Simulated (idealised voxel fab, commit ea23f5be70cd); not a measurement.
process module | voxel ribs on slabs
cross-section cut | 290 nm wide | cells 5 nm
A cross-section is a grid of square cells, given in bands from the top down. A band is one or more rows of cells.
Each band's line starts with the height of the band's top and of its bottom, in nm. Then come its materials from left to right, each with its width in nm. One material with "throughout" fills the band from edge to edge. "air" is empty space.
Height 0 is the level under which the wafer as received is all one material. The lowest band goes on downwards, as in "0 down".
A width such as "30 to 40" changes by the same amount from each row of cells to the next, from the band's top row to its bottom row.
"no change" after a step means that no cell of the cross-section changed.
closed voids: empty space of 8 cells or more with no open way to the top, each as width x height at its distance from the left edge, in nm
after a step's settings: what the simulator itself notes on the step
overlay nm, on a step with a mask: how far to the right of its planned place the mask lay; to the left if negative
plan
1 op RECEIVE | material Si
2 op DIRECTIONAL_DEP | material SiO2 | thk nm 20
3 op DIRECTIONAL_DEP | material polySi | thk nm 25
4 op DIRECTIONAL_DEP | material aC | thk nm 10
5 op PATTERN | tone cover | mask id RIB | material resist | width nm 20 | thk nm 25 | overlay nm 0
6 op DIRECTIONAL_ETCH | etch materials aC | depth nm 10
7 op STRIP | etch materials resist
8 op DIRECTIONAL_ETCH | etch materials polySi | depth nm 5
9 op STRIP | etch materials aC
10 op PATTERN | tone cover | mask id SLAB | material resist | width nm 60 | thk nm 15 | overlay nm 0
11 op DIRECTIONAL_ETCH | etch materials polySi | depth nm 20
12 op STRIP | etch materials resist
13 op FILL_DEP | material SiO2 | thk nm 30
14 op CMP | height nm 65
15 op DIRECTIONAL_DEP | material W | thk nm 5
16 op MASKED_ETCH | tone cover | mask id HEATER | width nm 30 | etch materials W | depth nm 5 | overlay nm 0
17 op CONFORMAL_DEP | material SiO2 | thk nm 5
varied across the wafers: width nm of step 10. The plan shows the first wafer's value. All wafers start alike
first wafer as received, after step 1
  0 down: Si throughout
  closed voids: none
each wafer at the end: cells of each material gained (+) or lost (-) since it was received, then its closed voids
width nm 60 | +762 SiO2 | +6 W | +52 polySi | closed voids: none
width nm 65 | +758 SiO2 | +6 W | +56 polySi | closed voids: none
width nm 70 | +754 SiO2 | +6 W | +60 polySi | closed voids: none
width nm 75 | +750 SiO2 | +6 W | +64 polySi | closed voids: none
width nm 80 | +746 SiO2 | +6 W | +68 polySi | closed voids: none
width nm 85 | +742 SiO2 | +6 W | +72 polySi | closed voids: none
